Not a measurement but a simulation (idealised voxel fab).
Title: Process Module voxel fin reveal
For reference, the cross-section in this document is cut, with width 160 nm and square cells of 5 nm.
Heads up, the way a cross-section reads in here is a grid of square cells, handed over as bands from the top down, with every band being one or more rows of cells.
Top, bottom (nm), then materials left to right with widths (nm); lone material tagged "all across" fills the whole band edge to edge; "air" = empty space.
Note: height 0 marks the level under which the wafer is uniformly one material as received. Lowest band unbounded below, written "z 0 and below".
Width "30 to 40": first value at the band's top row of cells, second value at its bottom row, equal change from row to row.
Key: "no modification" - step with no changed cell in the cross-section.
Any empty space of 8 cells or more lacking an open way to the top shows up in "Closed void listing" as width x height at distance, distance from the left edge, in nm.
Past the settings on a step's line: simulator remark, on that step.
The line of a step may include "overlay nm". On a step with a mask, this value is how far to the right of its planned place the mask lay. A negative value means the mask lay to the left.
PROCESS STEPS FORESEEN IN THE PLAN
1: RECEIVE with material Si
2: CONFORMAL_DEP with material SiN, thk nm 5
3: PATTERN with tone cover, mask id FINS, material resist, width nm 15, pitch nm 35, thk nm 20, overlay nm -15
4: DIRECTIONAL_ETCH with etch materials SiN, depth nm 5
5: DIRECTIONAL_ETCH with etch materials Si, depth nm 40
6: STRIP with etch materials resist
7: FILL_DEP with material SiO2, thk nm 15
8: CMP with height nm 5
9: SELECTIVE_ETCH with etch materials SiO2, depth nm 35
10: STRIP with etch materials SiN
Wafer-to-wafer difference: overlay nm, step 3. Common start. Plan = first wafer's value.
THE AS-RECEIVED CROSS-SECTION OF THE FIRST OF SEVERAL WAFERS CORRESPONDS TO THE STATE AFTER STEP 1
z 0 and below | Si all across
Closed void listing: none
EACH WAFER AT THE END: CELLS OF EACH MATERIAL GAINED (+) OR LOST (-) SINCE IT WAS RECEIVED, THEN ITS CLOSED VOIDS
overlay nm -15; -184 Si; +46 SiO2; Closed void listing: none
overlay nm -10; -184 Si; +46 SiO2; Closed void listing: none
overlay nm -5; -184 Si; +46 SiO2; Closed void listing: none
overlay nm 0; -184 Si; +46 SiO2; Closed void listing: none
overlay nm 5; -184 Si; +46 SiO2; Closed void listing: none
overlay nm 10; -184 Si; +46 SiO2; Closed void listing: none
overlay nm 15; -184 Si; +46 SiO2; Closed void listing: none
